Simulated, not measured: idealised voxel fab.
A process module follows: voxel self aligned contacts.
This is section cut - it's 205 nm across, gridded in 5 nm square cells.
Think of the cross-section as a grid of square cells. We describe it in bands, top to bottom, and each band covers one or more rows of those cells. This entry defines a band. It first specifies the height of the band's top and the height of its bottom in nm, and then specifies the band's materials from left to right, stating each material with its width in nm. The word "all across" identifies a single material that fills the band from edge to edge, while the word "air" identifies empty space. For the purposes of this specification, 0 denotes the height below which the wafer in its as-received condition is composed wholly of one material, and the lowermost band, lacking a lower limit, extends downward without end, as expressed in "z 0 and below". So if you see something like "30..40" for the width, read it as the top row of the band sitting at the first number and the bottom row at the second, with every row in between moving by the same amount as the last. The cross-section has no changed cell in any step marked "everything unchanged". "Unvented cavities": sealed empty spaces, 8 cells or more, no open way to top, listed width x height at distance, with distance from the left edge and width, height and distance in nm. It should be noted that, on the line of a given step, the content following the step's settings is a remark produced by the simulator itself with respect to that step. overlay nm: mask right of planned place by this much (step with mask). Neg. = left.
[Process steps (planned)]
step 1: op RECEIVE | material Si
step 2: op OXIDIZE | depth nm 5
step 3: op DIRECTIONAL_DEP | material polySi | thk nm 20
step 4: op DIRECTIONAL_DEP | material SiN | thk nm 20
step 5: op PATTERN | tone cover | mask id GATE | material resist | width nm 35 | pitch nm 65 | thk nm 20 | overlay nm 0
step 6: op DIRECTIONAL_ETCH | etch materials SiN | depth nm 20
step 7: op DIRECTIONAL_ETCH | etch materials polySi | depth nm 20
step 8: op STRIP | etch materials resist
step 9: op CONFORMAL_DEP | material SiN | thk nm 5
step 10: op DIRECTIONAL_ETCH | etch materials SiN | depth nm 5
step 11: op FILL_DEP | material SiO2 | thk nm 15
step 12: op CMP | height nm 50
step 13: op PATTERN | tone open | mask id CONTACT | material resist | width nm 40 | pitch nm 65 | thk nm 15 | overlay nm 0
step 14: op DIRECTIONAL_ETCH | etch materials SiO2 | depth nm 55
step 15: op STRIP | etch materials resist
step 16: op CONFORMAL_DEP | material TiN | thk nm 5
step 17: op FILL_DEP | material W | thk nm 5
step 18: op CMP | height nm 50
step 19: op CONFORMAL_DEP | material SiN | thk nm 5
[Incoming wafer in cross-section (state: after step 1)]
> z 0 and below  Si all across
> Unvented cavities: none
[Final cross-section, module run with one mistake (start and plan as above)]
> z 55 to 50  SiN all across
> z 50 to 40  SiO2 (45) / TiN (5..20) / W (30..10) / TiN (5..10) / SiO2 (25) / TiN (5..20) / W (30..10) / TiN (5..10) / SiO2 (55)
> z 40 to 20  SiO2 (15) / SiN (45) / TiN (5) / W (10) / TiN (5) / SiN (45) / TiN (5) / W (10) / TiN (5) / SiN (45) / SiO2 (15)
> z 20 to 0  SiO2 (15) / SiN (5) / polySi (35) / SiN (5) / TiN (5) / W (10) / TiN (5) / SiN (5) / polySi (35) / SiN (5) / TiN (5) / W (10) / TiN (5) / SiN (5) / polySi (35) / SiN (5) / SiO2 (15)
> z 0 to -5  SiO2 (60) / TiN (20) / SiO2 (45) / TiN (20) / SiO2 (60)
> z -5 and below  Si all across
> Unvented cavities: none
Here's what went sideways: rather than as planned, step 13 actually ran as op PATTERN | tone open | mask id CONTACT | material resist | width nm 40 | pitch nm 65 | thk nm 15 | overlay nm -5
